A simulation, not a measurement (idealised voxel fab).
The following is a process module called voxel wiring stack.
In the cross-section labelled cut, the width is 255 nm and each square cell is 5 nm.
Cross-section layout: square cells on a grid; listed as bands, top to bottom; a band spans one or more cell rows.
Band entry format. Leading values: height of top, height of bottom, nm. Remainder: materials in left-to-right order, each with its width in nm. Special words: "all across" on a single material, which then fills the band edge to edge; "air", empty space.
The level at which height equals 0 is the one under which the wafer, as it arrives, is entirely one material. No lower edge exists for the bottom band, which continues downward and is notated as in "0 nm and below".
It should be noted that a width expressed as "30..40" varies in equal increments from row to row of cells within the band, taking the value of the first number at the top row and that of the second number at the bottom row.
Where the words "no change occurred" appear for a step, the cross-section shows no cell changed by that step; every cell remained as before.
"Closed cavities": sealed empty spaces, 8 cells or more, no open way to top, listed width x height at distance, with distance from the left edge and width, height and distance in nm.
Past the settings on a step's line: simulator remark, on that step.
If you see "overlay nm" on a step's line and that step has a mask, it's telling you how far right of where it was planned the mask ended up; a negative number means it went left instead.
Reading guide: pairs of cross-sections, before and after one process step; after view cut off at lowest changed band; step and settings listed under each pair. Pairs may stem from different runs of this module on the same starting wafer; continuity with the pair above only where the "State on entry" entry states it.
State on entry:
* 90 nm to 70 nm = 60 resist | 25 air | 30 resist | 25 air | 30 resist | 25 air | 60 resist
* 70 nm to 55 nm = 60 lowk | 25 air | 30 lowk | 25 air | 30 lowk | 25 air | 60 lowk
* 55 nm to 45 nm = 60 lowk | 15 air | 40 lowk | 15 air | 40 lowk | 15 air | 70 lowk
* 45 nm to 40 nm = 60 SiCN | 15 air | 40 SiCN | 15 air | 40 SiCN | 15 air | 70 SiCN
* 40 nm to 35 nm = 55 SiCN | 35 Ru | 20 SiCN | 35 Ru | 20 SiCN | 35 Ru | 55 SiCN
* 35 nm to 15 nm = 60 SiO2 | 5 Ru | 15 W | 5 Ru | 30 SiO2 | 5 Ru | 15 W | 5 Ru | 30 SiO2 | 5 Ru | 15 W | 5 Ru | 60 SiO2
* 15 nm to 10 nm = 60 SiCN | 25 Ru | 30 SiCN | 25 Ru | 30 SiCN | 25 Ru | 60 SiCN
* 10 nm to 0 nm = SiO2 all across
* 0 nm and below = Si all across
* Closed cavities: none
Post-Step Geometry:
* 70 nm to 55 nm = 60 lowk | 25 air | 30 lowk | 25 air | 30 lowk | 25 air | 60 lowk
* Everything under 55 stays put, no change at all.
* Closed cavities: none
What step was run between the cross-section before it and the cross-section after it, both above? STRIP [etch materials resist]
State on entry: unchanged from the after cross-section in the pair immediately above; refer to that figure.
Post-Step Geometry:
* 75 nm to 70 nm = 65 TiN | 15 air | 40 TiN | 15 air | 40 TiN | 15 air | 65 TiN
* 70 nm to 60 nm = 60 lowk | 5 TiN | 15 air | 5 TiN | 30 lowk | 5 TiN | 15 air | 5 TiN | 30 lowk | 5 TiN | 15 air | 5 TiN | 60 lowk
* 60 nm to 55 nm = 60 lowk | 5 TiN | 5 air | 15 TiN | 30 lowk | 5 TiN | 5 air | 15 TiN | 30 lowk | 5 TiN | 5 air | 15 TiN | 60 lowk
* 55 nm to 45 nm = 60 lowk | 5 TiN | 5 air | 5 TiN | 40 lowk | 5 TiN | 5 air | 5 TiN | 40 lowk | 5 TiN | 5 air | 5 TiN | 70 lowk
* 45 nm to 40 nm = 60 SiCN | 15 TiN | 40 SiCN | 15 TiN | 40 SiCN | 15 TiN | 70 SiCN
* Everything under 40 stays put, no change at all.
* Closed cavities: none
What step was run between the cross-section before it and the cross-section after it, both above? CONFORMAL_DEP [material TiN] [thk nm 5]
State on entry: unchanged from the after cross-section in the pair immediately above; refer to that figure.
Post-Step Geometry:
* 85 nm to 75 nm = Ru all across
* 75 nm to 70 nm = 65 TiN | 15 Ru | 40 TiN | 15 Ru | 40 TiN | 15 Ru | 65 TiN
* 70 nm to 60 nm = 60 lowk | 5 TiN | 15 Ru | 5 TiN | 30 lowk | 5 TiN | 15 Ru | 5 TiN | 30 lowk | 5 TiN | 15 Ru | 5 TiN | 60 lowk
* 60 nm to 55 nm = 60 lowk | 5 TiN | 5 Ru | 15 TiN | 30 lowk | 5 TiN | 5 Ru | 15 TiN | 30 lowk | 5 TiN | 5 Ru | 15 TiN | 60 lowk
* 55 nm to 45 nm = 60 lowk | 5 TiN | 5 Ru | 5 TiN | 40 lowk | 5 TiN | 5 Ru | 5 TiN | 40 lowk | 5 TiN | 5 Ru | 5 TiN | 70 lowk
* Everything under 45 stays put, no change at all.
* Closed cavities: none
What step was run between the cross-section before it and the cross-section after it, both above? FILL_DEP [material Ru] [thk nm 10]
State on entry: unchanged from the after cross-section in the pair immediately above; refer to that figure.
Post-Step Geometry:
* 70 nm to 60 nm = 60 lowk | 5 TiN | 15 Ru | 5 TiN | 30 lowk | 5 TiN | 15 Ru | 5 TiN | 30 lowk | 5 TiN | 15 Ru | 5 TiN | 60 lowk
* Everything under 60 stays put, no change at all.
* Closed cavities: none
What step was run between the cross-section before it and the cross-section after it, both above? CMP [height nm 70]
State on entry: unchanged from the after cross-section in the pair immediately above; refer to that figure.
Post-Step Geometry:
* 75 nm to 70 nm = SiCN all across
* Everything under 70 stays put, no change at all.
* Closed cavities: none
What step was run between the cross-section before it and the cross-section after it, both above? CONFORMAL_DEP [material SiCN] [thk nm 5]
State on entry: unchanged from the after cross-section in the pair immediately above; refer to that figure.
Post-Step Geometry:
* 100 nm to 75 nm = lowk all across
* Everything under 75 stays put, no change at all.
* Closed cavities: none
What step was run between the cross-section before it and the cross-section after it, both above? DIRECTIONAL_DEP [material lowk] [thk nm 25]
State on entry: unchanged from the after cross-section in the pair immediately above; refer to that figure.
Post-Step Geometry:
* 115 nm to 100 nm = aC all across
* Everything under 100 stays put, no change at all.
* Closed cavities: none
What step was run between the cross-section before it and the cross-section after it, both above? DIRECTIONAL_DEP [material aC] [thk nm 15]
State on entry: unchanged from the after cross-section in the pair immediately above; refer to that figure.
Post-Step Geometry:
* 145 nm to 115 nm = 60 resist | 25 air | 30 resist | 25 air | 30 resist | 25 air | 60 resist
* Everything under 115 stays put, no change at all.
* Closed cavities: none
What step was run between the cross-section before it and the cross-section after it, both above? PATTERN [tone open] [mask id METAL_3] [material resist] [width nm 25] [pitch nm 55] [thk nm 30] [overlay nm 0]
State on entry: unchanged from the after cross-section in the pair immediately above; refer to that figure.
Post-Step Geometry:
* 130 nm to 115 nm = 60 resist | 25 air | 30 resist | 25 air | 30 resist | 25 air | 60 resist
* 115 nm to 100 nm = 60 aC | 25 air | 30 aC | 25 air | 30 aC | 25 air | 60 aC
* Everything under 100 stays put, no change at all.
* Closed cavities: none
What step was run between the cross-section before it and the cross-section after it, both above? DIRECTIONAL_ETCH [etch materials aC] [depth nm 15]
State on entry: unchanged from the after cross-section in the pair immediately above; refer to that figure.
Post-Step Geometry:
* 115 nm to 100 nm = 60 aC | 25 air | 30 aC | 25 air | 30 aC | 25 air | 60 aC
* Everything under 100 stays put, no change at all.
* Closed cavities: none
What step was run between the cross-section before it and the cross-section after it, both above? STRIP [etch materials resist]
State on entry: unchanged from the after cross-section in the pair immediately above; refer to that figure.
Post-Step Geometry:
* 115 nm to 100 nm = 60 aC | 25 air | 30 aC | 25 air | 30 aC | 25 air | 60 aC
* 100 nm to 85 nm = 60 lowk | 25 air | 30 lowk | 25 air | 30 lowk | 25 air | 60 lowk
* Everything under 85 stays put, no change at all.
* Closed cavities: none
What step was run between the cross-section before it and the cross-section after it, both above? DIRECTIONAL_ETCH [etch materials lowk] [depth nm 15]
State on entry: unchanged from the after cross-section in the pair immediately above; refer to that figure.
Post-Step Geometry:
* 100 nm to 85 nm = 60 lowk | 25 air | 30 lowk | 25 air | 30 lowk | 25 air | 60 lowk
* Everything under 85 stays put, no change at all.
* Closed cavities: none
What step was run between the cross-section before it and the cross-section after it, both above? STRIP [etch materials aC]
State on entry: unchanged from the after cross-section in the pair immediately above; refer to that figure.
Post-Step Geometry:
* 120 nm to 100 nm = 60 resist | 15 air | 40 resist | 15 air | 40 resist | 15 air | 70 resist
* 100 nm to 85 nm = 60 lowk | 15 air | 10 resist | 30 lowk | 15 air | 10 resist | 30 lowk | 15 air | 10 resist | 60 lowk
* Everything under 85 stays put, no change at all.
* Closed cavities: none
What step was run between the cross-section before it and the cross-section after it, both above? PATTERN [tone open] [mask id METAL_3_HOLES] [material resist] [width nm 15] [pitch nm 55] [thk nm 20] [overlay nm 0]
State on entry: unchanged from the after cross-section in the pair immediately above; refer to that figure.
Post-Step Geometry:
* 120 nm to 100 nm = 60 resist | 15 air | 40 resist | 15 air | 40 resist | 15 air | 70 resist
* 100 nm to 85 nm = 60 lowk | 15 air | 10 resist | 30 lowk | 15 air | 10 resist | 30 lowk | 15 air | 10 resist | 60 lowk
* 85 nm to 75 nm = 60 lowk | 15 air | 40 lowk | 15 air | 40 lowk | 15 air | 70 lowk
* Everything under 75 stays put, no change at all.
* Closed cavities: none
What step was run between the cross-section before it and the cross-section after it, both above? DIRECTIONAL_ETCH [etch materials lowk] [depth nm 10]
State on entry: unchanged from the after cross-section in the pair immediately above; refer to that figure.
Post-Step Geometry:
* 120 nm to 100 nm = 60 resist | 15 air | 40 resist | 15 air | 40 resist | 15 air | 70 resist
* 100 nm to 85 nm = 60 lowk | 15 air | 10 resist | 30 lowk | 15 air | 10 resist | 30 lowk | 15 air | 10 resist | 60 lowk
* 85 nm to 75 nm = 60 lowk | 15 air | 40 lowk | 15 air | 40 lowk | 15 air | 70 lowk
* 75 nm to 70 nm = 60 SiCN | 15 air | 40 SiCN | 15 air | 40 SiCN | 15 air | 70 SiCN
* Everything under 70 stays put, no change at all.
* Closed cavities: none
What step was run between the cross-section before it and the cross-section after it, both above? DIRECTIONAL_ETCH [etch materials SiCN] [depth nm 5]
State on entry: unchanged from the after cross-section in the pair immediately above; refer to that figure.
Post-Step Geometry:
* 100 nm to 85 nm = 60 lowk | 25 air | 30 lowk | 25 air | 30 lowk | 25 air | 60 lowk
* Everything under 85 stays put, no change at all.
* Closed cavities: none
What step was run between the cross-section before it and the cross-section after it, both above? STRIP [etch materials resist]
State on entry: unchanged from the after cross-section in the pair immediately above; refer to that figure.
Post-Step Geometry:
* 105 nm to 100 nm = 65 TiN | 15 air | 40 TiN | 15 air | 40 TiN | 15 air | 65 TiN
* 100 nm to 90 nm = 60 lowk | 5 TiN | 15 air | 5 TiN | 30 lowk | 5 TiN | 15 air | 5 TiN | 30 lowk | 5 TiN | 15 air | 5 TiN | 60 lowk
* 90 nm to 85 nm = 60 lowk | 5 TiN | 5 air | 15 TiN | 30 lowk | 5 TiN | 5 air | 15 TiN | 30 lowk | 5 TiN | 5 air | 15 TiN | 60 lowk
* 85 nm to 75 nm = 60 lowk | 5 TiN | 5 air | 5 TiN | 40 lowk | 5 TiN | 5 air | 5 TiN | 40 lowk | 5 TiN | 5 air | 5 TiN | 70 lowk
* 75 nm to 70 nm = 60 SiCN | 15 TiN | 40 SiCN | 15 TiN | 40 SiCN | 15 TiN | 70 SiCN
* Everything under 70 stays put, no change at all.
* Closed cavities: none
What step was run between the cross-section before it and the cross-section after it, both above? CONFORMAL_DEP [material TiN] [thk nm 5]
State on entry: unchanged from the after cross-section in the pair immediately above; refer to that figure.
Post-Step Geometry:
* 115 nm to 105 nm = Cu all across
* 105 nm to 100 nm = 65 TiN | 15 Cu | 40 TiN | 15 Cu | 40 TiN | 15 Cu | 65 TiN
* 100 nm to 90 nm = 60 lowk | 5 TiN | 15 Cu | 5 TiN | 30 lowk | 5 TiN | 15 Cu | 5 TiN | 30 lowk | 5 TiN | 15 Cu | 5 TiN | 60 lowk
* 90 nm to 85 nm = 60 lowk | 5 TiN | 5 Cu | 15 TiN | 30 lowk | 5 TiN | 5 Cu | 15 TiN | 30 lowk | 5 TiN | 5 Cu | 15 TiN | 60 lowk
* 85 nm to 75 nm = 60 lowk | 5 TiN | 5 Cu | 5 TiN | 40 lowk | 5 TiN | 5 Cu | 5 TiN | 40 lowk | 5 TiN | 5 Cu | 5 TiN | 70 lowk
* Everything under 75 stays put, no change at all.
* Closed cavities: none
What step was run between the cross-section before it and the cross-section after it, both above? FILL_DEP [material Cu] [thk nm 10]
State on entry: unchanged from the after cross-section in the pair immediately above; refer to that figure.
Post-Step Geometry:
* 100 nm to 90 nm = 60 lowk | 5 TiN | 15 Cu | 5 TiN | 30 lowk | 5 TiN | 15 Cu | 5 TiN | 30 lowk | 5 TiN | 15 Cu | 5 TiN | 60 lowk
* Everything under 90 stays put, no change at all.
* Closed cavities: none
What step was run between the cross-section before it and the cross-section after it, both above? CMP [height nm 100]
State on entry: unchanged from the after cross-section in the pair immediately above; refer to that figure.
Post-Step Geometry:
* 105 nm to 100 nm = SiN all across
* Everything under 100 stays put, no change at all.
* Closed cavities: none
What step was run between the cross-section before it and the cross-section after it, both above? CONFORMAL_DEP [material SiN] [thk nm 5]
State on entry:
* 115 nm to 100 nm = aC all across
* 100 nm to 75 nm = lowk all across
* 75 nm to 70 nm = SiCN all across
* 70 nm to 60 nm = 60 lowk | 5 TiN | 15 Ru | 5 TiN | 30 lowk | 5 TiN | 15 Ru | 5 TiN | 30 lowk | 5 TiN | 15 Ru | 5 TiN | 60 lowk
* 60 nm to 55 nm = 60 lowk | 5 TiN | 5 Ru | 15 TiN | 30 lowk | 5 TiN | 5 Ru | 15 TiN | 30 lowk | 5 TiN | 5 Ru | 15 TiN | 60 lowk
* 55 nm to 45 nm = 60 lowk | 5 TiN | 5 Ru | 5 TiN | 40 lowk | 5 TiN | 5 Ru | 5 TiN | 40 lowk | 5 TiN | 5 Ru | 5 TiN | 70 lowk
* 45 nm to 40 nm = 60 SiCN | 15 TiN | 40 SiCN | 15 TiN | 40 SiCN | 15 TiN | 70 SiCN
* 40 nm to 35 nm = 55 SiCN | 35 Ru | 20 SiCN | 35 Ru | 20 SiCN | 35 Ru | 55 SiCN
* 35 nm to 15 nm = 60 SiO2 | 5 TiN | 15 W | 5 TiN | 30 SiO2 | 5 TiN | 15 W | 5 TiN | 30 SiO2 | 5 TiN | 15 W | 5 TiN | 60 SiO2
* 15 nm to 10 nm = 60 SiCN | 25 TiN | 30 SiCN | 25 TiN | 30 SiCN | 25 TiN | 60 SiCN
* 10 nm to 0 nm = SiO2 all across
* 0 nm and below = Si all across
* Closed cavities: none
Post-Step Geometry:
* 145 nm to 115 nm = 60 air | 25 resist | 30 air | 25 resist | 30 air | 25 resist | 60 air
* Everything under 115 stays put, no change at all.
* Closed cavities: none
What step was run between the cross-section before it and the cross-section after it, both above? PATTERN [tone cover] [mask id METAL_3] [material resist] [width nm 25] [pitch nm 55] [thk nm 30] [overlay nm 0]
State on entry: unchanged from the after cross-section in the pair immediately above; refer to that figure.
Post-Step Geometry:
* 130 nm to 115 nm = 60 air | 25 resist | 30 air | 25 resist | 30 air | 25 resist | 60 air
* 115 nm to 100 nm = 60 air | 25 aC | 30 air | 25 aC | 30 air | 25 aC | 60 air
* Everything under 100 stays put, no change at all.
* Closed cavities: none
What step was run between the cross-section before it and the cross-section after it, both above? DIRECTIONAL_ETCH [etch materials aC] [depth nm 15]
State on entry: unchanged from the after cross-section in the pair immediately above; refer to that figure.
Post-Step Geometry:
* 115 nm to 100 nm = 60 air | 25 aC | 30 air | 25 aC | 30 air | 25 aC | 60 air
* Everything under 100 stays put, no change at all.
* Closed cavities: none
What step was run between the cross-section before it and the cross-section after it, both above? STRIP [etch materials resist]
State on entry: unchanged from the after cross-section in the pair immediately above; refer to that figure.
Post-Step Geometry:
* 115 nm to 100 nm = 60 air | 25 aC | 30 air | 25 aC | 30 air | 25 aC | 60 air
* 100 nm to 85 nm = 60 air | 25 lowk | 30 air | 25 lowk | 30 air | 25 lowk | 60 air
* Everything under 85 stays put, no change at all.
* Closed cavities: none
What step was run between the cross-section before it and the cross-section after it, both above? DIRECTIONAL_ETCH [etch materials lowk] [depth nm 15]
State on entry: unchanged from the after cross-section in the pair immediately above; refer to that figure.
Post-Step Geometry:
* 100 nm to 85 nm = 60 air | 25 lowk | 30 air | 25 lowk | 30 air | 25 lowk | 60 air
* Everything under 85 stays put, no change at all.
* Closed cavities: none
What step was run between the cross-section before it and the cross-section after it, both above? STRIP [etch materials aC]
State on entry: unchanged from the after cross-section in the pair immediately above; refer to that figure.
Post-Step Geometry:
* 120 nm to 100 nm = 60 resist | 15 air | 40 resist | 15 air | 40 resist | 15 air | 70 resist
* 100 nm to 85 nm = 60 resist | 25 lowk | 30 resist | 25 lowk | 30 resist | 25 lowk | 60 resist
* Everything under 85 stays put, no change at all.
* Closed cavities: none
What step was run between the cross-section before it and the cross-section after it, both above? PATTERN [tone open] [mask id METAL_3_HOLES] [material resist] [width nm 15] [pitch nm 55] [thk nm 20] [overlay nm 0]
State on entry: unchanged from the after cross-section in the pair immediately above; refer to that figure.
Post-Step Geometry:
* 120 nm to 100 nm = 60 resist | 15 air | 40 resist | 15 air | 40 resist | 15 air | 70 resist
* 100 nm to 90 nm = 60 resist | 15 air | 10 lowk | 30 resist | 15 air | 10 lowk | 30 resist | 15 air | 10 lowk | 60 resist
* Everything under 90 stays put, no change at all.
* Closed cavities: none
What step was run between the cross-section before it and the cross-section after it, both above? DIRECTIONAL_ETCH [etch materials lowk] [depth nm 10]
State on entry: unchanged from the after cross-section in the pair immediately above; refer to that figure.
Post-Step Geometry:
* 100 nm to 90 nm = 75 air | 10 lowk | 45 air | 10 lowk | 45 air | 10 lowk | 60 air
* 90 nm to 85 nm = 60 air | 25 lowk | 30 air | 25 lowk | 30 air | 25 lowk | 60 air
* Everything under 85 stays put, no change at all.
* Closed cavities: none
What step was run between the cross-section before it and the cross-section after it, both above? STRIP [etch materials resist]
State on entry: unchanged from the after cross-section in the pair immediately above; refer to that figure.
Post-Step Geometry:
* 105 nm to 100 nm = 70 air | 20 TiN | 35 air | 20 TiN | 35 air | 20 TiN | 55 air
* 100 nm to 90 nm = 70..55 air | 5..20 TiN | 10 lowk | 5 TiN | 35..20 air | 5..20 TiN | 10 lowk | 5 TiN | 35..20 air | 5..20 TiN | 10 lowk | 5 TiN | 55 air
* 90 nm to 85 nm = 60 TiN | 25 lowk | 30 TiN | 25 lowk | 30 TiN | 25 lowk | 60 TiN
* Everything under 85 stays put, no change at all.
* Closed cavities: none
What step was run between the cross-section before it and the cross-section after it, both above? CONFORMAL_DEP [material TiN] [thk nm 5]
State on entry: unchanged from the after cross-section in the pair immediately above; refer to that figure.
Post-Step Geometry:
* 115 nm to 105 nm = Cu all across
* 105 nm to 100 nm = 70 Cu | 20 TiN | 35 Cu | 20 TiN | 35 Cu | 20 TiN | 55 Cu
* 100 nm to 90 nm = 70..55 Cu | 5..20 TiN | 10 lowk | 5 TiN | 35..20 Cu | 5..20 TiN | 10 lowk | 5 TiN | 35..20 Cu | 5..20 TiN | 10 lowk | 5 TiN | 55 Cu
* Everything under 90 stays put, no change at all.
* Closed cavities: none
What step was run between the cross-section before it and the cross-section after it, both above? FILL_DEP [material Cu] [thk nm 10]
State on entry: unchanged from the after cross-section in the pair immediately above; refer to that figure.
Post-Step Geometry:
* 100 nm to 90 nm = 70..55 Cu | 5..20 TiN | 10 lowk | 5 TiN | 35..20 Cu | 5..20 TiN | 10 lowk | 5 TiN | 35..20 Cu | 5..20 TiN | 10 lowk | 5 TiN | 55 Cu
* Everything under 90 stays put, no change at all.
* Closed cavities: none
What step was run between the cross-section before it and the cross-section after it, both above? CMP [height nm 100]
State on entry: unchanged from the after cross-section in the pair immediately above; refer to that figure.
Post-Step Geometry:
* 105 nm to 100 nm = SiN all across
* Everything under 100 stays put, no change at all.
* Closed cavities: none
What step was run between the cross-section before it and the cross-section after it, both above? CONFORMAL_DEP [material SiN] [thk nm 5]
